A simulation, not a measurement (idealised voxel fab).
Herein follows the process module entitled voxel gate over fins.
The cross-section on display is named cut; it measures 235 nm wide, and its cells are 5 nm squares.
Bands, listed from the top down, are how a cross-section gets written in this document; the cross-section itself is a grid of square cells, and a band is one or more rows of them. Top, bottom (nm), then materials left to right with widths (nm); lone material tagged "edge to edge" fills the whole band edge to edge; "empty" = empty space. The level at which height equals 0 is the one under which the wafer, as it arrives, is entirely one material. No lower edge exists for the bottom band, which continues downward and is notated as in "from 0 down". Read "30..40" as a graded width: first number on top, second number at the bottom, same change between each pair of neighbouring rows. Where a step carries "no alterations made", the cross-section came out of it unchanged, cell for cell. Any empty space of 8 cells or more lacking an open way to the top shows up in "Closed cavities" as width x height at distance, distance from the left edge, in nm. Anything after a step's settings on that line? It's the simulator's own note about the step. "overlay nm", when on a step's line for a step with a mask, measures how far to the right of its planned place the mask lay; a negative measure means to the left.

Steps planned for the process:
1,RECEIVE: material Si
2,CONFORMAL_DEP: material SiN, thk nm 10
3,DIRECTIONAL_DEP: material aC, thk nm 15
4,PATTERN: tone cover, mask id FINS, material resist, width nm 15, pitch nm 50, thk nm 30, overlay nm -15
5,DIRECTIONAL_ETCH: etch materials aC, depth nm 15
6,STRIP: etch materials resist
7,DIRECTIONAL_ETCH: etch materials SiN, depth nm 10
8,DIRECTIONAL_ETCH: etch materials Si, depth nm 30
9,STRIP: etch materials aC
10,FILL_DEP: material SiO2, thk nm 5
11,CMP: height nm 10
12,DIRECTIONAL_DEP: material aC, thk nm 15
13,PATTERN: tone open, mask id RAIL, material resist, width nm 15, thk nm 30, overlay nm 0
14,DIRECTIONAL_ETCH: etch materials aC, depth nm 15
15,STRIP: etch materials resist
16,DIRECTIONAL_ETCH: etch materials SiO2, depth nm 35
17,STRIP: etch materials aC
18,CONFORMAL_DEP: material TiN, thk nm 5
19,FILL_DEP: material W, thk nm 10
20,CMP: height nm 10
21,SELECTIVE_ETCH: etch materials W Ru TiN, depth nm 25
22,FILL_DEP: material SiO2, thk nm 5
23,CMP: height nm 10
24,SELECTIVE_ETCH: etch materials SiO2, depth nm 20
25,STRIP: etch materials SiN
26,CONFORMAL_DEP: material HfO2, thk nm 5
27,CONFORMAL_DEP: material TiN, thk nm 5
28,FILL_DEP: material W, thk nm 10
29,CMP: height nm 15
30,CONFORMAL_DEP: material SiCN, thk nm 10
Variable across wafers: step 4 overlay nm (plan value is that of the first wafer; starting state common to all).

As-received cross-section, first of several wafers, post step 1:
from 0 down  Si edge to edge
Closed cavities: none

Quick key for the table: a row per wafer, taken at the end of the module. For each material it tells you how many cells the wafer gained (+) or lost (-) since it came in, and the closed voids come after:
overlay nm -15, +59 HfO2, -228 Si, +94 SiCN, +148 SiO2, +63 TiN, +99 W, Closed cavities: none
overlay nm -10, +59 HfO2, -228 Si, +94 SiCN, +146 SiO2, +64 TiN, +100 W, Closed cavities: none
overlay nm -5, +59 HfO2, -228 Si, +94 SiCN, +146 SiO2, +64 TiN, +100 W, Closed cavities: none
overlay nm 0, +59 HfO2, -228 Si, +94 SiCN, +146 SiO2, +64 TiN, +100 W, Closed cavities: none
overlay nm 5, +59 HfO2, -228 Si, +94 SiCN, +146 SiO2, +64 TiN, +100 W, Closed cavities: none
overlay nm 10, +59 HfO2, -228 Si, +94 SiCN, +146 SiO2, +64 TiN, +100 W, Closed cavities: none
overlay nm 15, +59 HfO2, -228 Si, +94 SiCN, +148 SiO2, +63 TiN, +99 W, Closed cavities: none
